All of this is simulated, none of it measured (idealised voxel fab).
A process module follows: voxel ribs on slabs.
Square cells of 5 nm make up the cross-section cut, whose width is 140 nm.
A cross-section is written here as square cells arranged in a grid, and it is given in bands from the top down, each band taking up one or more rows of cells. Top, bottom (nm), then materials left to right with widths (nm); lone material tagged "edge to edge" fills the whole band edge to edge; "blank" = empty space. Heights are expressed relative to 0, this being the level below which the as-received wafer comprises one material exclusively. The lowest band is unbounded in the downward direction and is denoted as in "from 0 down". A width such as "30 to 40" changes by the same amount from each row of cells to the next, from the band's top row to its bottom row. "nothing got changed" (step): cross-section cells unchanged, all of them. Voids not open to the top, 8 cells minimum: see "Encapsulated voids". Written width x height at distance; distance is from the left edge; nm. Heads up: the bit after the settings on a step's line is the simulator's remark on that step. overlay nm: how far to the right of its planned place the mask lay on this masked step (negative: to the left).

## List of planned process steps
| 1 | RECEIVE, material Si |
| 2 | DIRECTIONAL_DEP, material SiO2, thk nm 30 |
| 3 | DIRECTIONAL_DEP, material polySi, thk nm 15 |
| 4 | DIRECTIONAL_DEP, material aC, thk nm 10 |
| 5 | PATTERN, tone cover, mask id RIB, material resist, width nm 20, thk nm 30, overlay nm 0 |
| 6 | DIRECTIONAL_ETCH, etch materials aC, depth nm 10 |
| 7 | STRIP, etch materials resist |
| 8 | DIRECTIONAL_ETCH, etch materials polySi, depth nm 5 |
| 9 | STRIP, etch materials aC |
| 10 | MASKED_ETCH, tone cover, mask id SLAB, width nm 60, etch materials polySi, depth nm 10, overlay nm 0 |
| 11 | FILL_DEP, material SiO2, thk nm 25 |
| 12 | CMP, height nm 65 |
| 13 | DIRECTIONAL_DEP, material TiN, thk nm 5 |
| 14 | DIRECTIONAL_DEP, material aC, thk nm 15 |
| 15 | PATTERN, tone cover, mask id HEATER, material resist, width nm 30, thk nm 30, overlay nm 0 |
| 16 | DIRECTIONAL_ETCH, etch materials aC, depth nm 15 |
| 17 | STRIP, etch materials resist |
| 18 | DIRECTIONAL_ETCH, etch materials TiN, depth nm 5 |
| 19 | STRIP, etch materials aC |
| 20 | CONFORMAL_DEP, material SiO2, thk nm 5 |

## First of the two wafers, run per plan

## Received-state cross-section, reflecting completion of step 1
	from 0 down = Si edge to edge
	Encapsulated voids: none

## Once step 2 is through, the wafer looks like this in cross-section
	from 30 to 0 = SiO2 edge to edge
	At heights below 0, the structure remains unaltered.

## Once step 3 is through, the wafer looks like this in cross-section
	from 45 to 30 = polySi edge to edge
	At heights below 30, the structure remains unaltered.

## Once step 4 is through, the wafer looks like this in cross-section
	from 55 to 45 = aC edge to edge
	At heights below 45, the structure remains unaltered.

## Once step 5 is through, the wafer looks like this in cross-section
	from 85 to 55 = blank 60; resist 20; blank 60
	At heights below 55, the structure remains unaltered.

## Once step 6 is through, the wafer looks like this in cross-section
	from 75 to 55 = blank 60; resist 20; blank 60
	from 55 to 45 = blank 60; aC 20; blank 60
	At heights below 45, the structure remains unaltered.

## Once step 7 is through, the wafer looks like this in cross-section
	from 55 to 45 = blank 60; aC 20; blank 60
	At heights below 45, the structure remains unaltered.

## Once step 8 is through, the wafer looks like this in cross-section
	from 55 to 45 = blank 60; aC 20; blank 60
	from 45 to 40 = blank 60; polySi 20; blank 60
	At heights below 40, the structure remains unaltered.

## Once step 9 is through, the wafer looks like this in cross-section
	from 45 to 40 = blank 60; polySi 20; blank 60
	At heights below 40, the structure remains unaltered.

## Once step 10 is through, the wafer looks like this in cross-section
	from 45 to 40 = blank 60; polySi 20; blank 60
	from 40 to 30 = blank 40; polySi 60; blank 40
	At heights below 30, the structure remains unaltered.

## Once step 11 is through, the wafer looks like this in cross-section
	from 70 to 45 = SiO2 edge to edge
	from 45 to 40 = SiO2 60; polySi 20; SiO2 60
	from 40 to 30 = SiO2 40; polySi 60; SiO2 40
	At heights below 30, the structure remains unaltered.

## Once step 12 is through, the wafer looks like this in cross-section
	from 65 to 45 = SiO2 edge to edge
	At heights below 45, the structure remains unaltered.

## Once step 13 is through, the wafer looks like this in cross-section
	from 70 to 65 = TiN edge to edge
	At heights below 65, the structure remains unaltered.

## Once step 14 is through, the wafer looks like this in cross-section
	from 85 to 70 = aC edge to edge
	At heights below 70, the structure remains unaltered.

## Once step 15 is through, the wafer looks like this in cross-section
	from 115 to 85 = blank 55; resist 30; blank 55
	At heights below 85, the structure remains unaltered.

## Once step 16 is through, the wafer looks like this in cross-section
	from 100 to 85 = blank 55; resist 30; blank 55
	from 85 to 70 = blank 55; aC 30; blank 55
	At heights below 70, the structure remains unaltered.

## Once step 17 is through, the wafer looks like this in cross-section
	from 85 to 70 = blank 55; aC 30; blank 55
	At heights below 70, the structure remains unaltered.

## Once step 18 is through, the wafer looks like this in cross-section
	from 85 to 70 = blank 55; aC 30; blank 55
	from 70 to 65 = blank 55; TiN 30; blank 55
	At heights below 65, the structure remains unaltered.

## Once step 19 is through, the wafer looks like this in cross-section
	from 70 to 65 = blank 55; TiN 30; blank 55
	At heights below 65, the structure remains unaltered.

## Once step 20 is through, the wafer looks like this in cross-section
	from 75 to 70 = blank 50; SiO2 40; blank 50
	from 70 to 65 = SiO2 55; TiN 30; SiO2 55
	At heights below 65, the structure remains unaltered.

## Regarding the second of the two wafers: it shared the first wafer's starting condition and process plan, yet one error occurred during its execution. Its history coincides with that of the first wafer up to and including step 3

## Here is the second wafer in cross-section at the point where step 4 of the plan should have been done
	from 55 to 45 = SiO2 edge to edge
	At heights below 45, the structure remains unaltered.

## Here is the second wafer in cross-section at the point where step 5 of the plan should have been done
	from 85 to 55 = blank 60; resist 20; blank 60
	At heights below 55, the structure remains unaltered.

## Here is the second wafer in cross-section at the point where step 6 of the plan should have been done
	from 75 to 55 = blank 60; resist 20; blank 60
	At heights below 55, the structure remains unaltered.

## Here is the second wafer in cross-section at the point where step 7 of the plan should have been done
	from 55 to 45 = SiO2 edge to edge
	At heights below 45, the structure remains unaltered.

Here is the second wafer in cross-section at the point where step 8 of the plan should have been done: nothing got changed

Here is the second wafer in cross-section at the point where step 9 of the plan should have been done: nothing got changed

Here is the second wafer in cross-section at the point where step 10 of the plan should have been done: nothing got changed

## Here is the second wafer in cross-section at the point where step 11 of the plan should have been done
	from 80 to 45 = SiO2 edge to edge
	At heights below 45, the structure remains unaltered.

## Here is the second wafer in cross-section at the point where step 12 of the plan should have been done
	from 65 to 45 = SiO2 edge to edge
	At heights below 45, the structure remains unaltered.

## Here is the second wafer in cross-section at the point where step 13 of the plan should have been done
	from 70 to 65 = TiN edge to edge
	At heights below 65, the structure remains unaltered.

## Here is the second wafer in cross-section at the point where step 14 of the plan should have been done
	from 85 to 70 = aC edge to edge
	At heights below 70, the structure remains unaltered.

## Here is the second wafer in cross-section at the point where step 15 of the plan should have been done
	from 115 to 85 = blank 55; resist 30; blank 55
	At heights below 85, the structure remains unaltered.

## Here is the second wafer in cross-section at the point where step 16 of the plan should have been done
	from 100 to 85 = blank 55; resist 30; blank 55
	from 85 to 70 = blank 55; aC 30; blank 55
	At heights below 70, the structure remains unaltered.

## Here is the second wafer in cross-section at the point where step 17 of the plan should have been done
	from 85 to 70 = blank 55; aC 30; blank 55
	At heights below 70, the structure remains unaltered.

## Here is the second wafer in cross-section at the point where step 18 of the plan should have been done
	from 85 to 70 = blank 55; aC 30; blank 55
	from 70 to 65 = blank 55; TiN 30; blank 55
	At heights below 65, the structure remains unaltered.

## Here is the second wafer in cross-section at the point where step 19 of the plan should have been done
	from 70 to 65 = blank 55; TiN 30; blank 55
	At heights below 65, the structure remains unaltered.

## Here is the second wafer in cross-section at the point where step 20 of the plan should have been done
	from 75 to 70 = blank 50; SiO2 40; blank 50
	from 70 to 65 = SiO2 55; TiN 30; SiO2 55
	At heights below 65, the structure remains unaltered.
Which mistake was made when the wafer was run? step 4 was not run as planned; what actually ran was DIRECTIONAL_DEP, material SiO2, thk nm 10
Wafer comparison, final, in cells, second relative to first, materials more or fewer: 56 fewer of SiO2 | 56 more of polySi
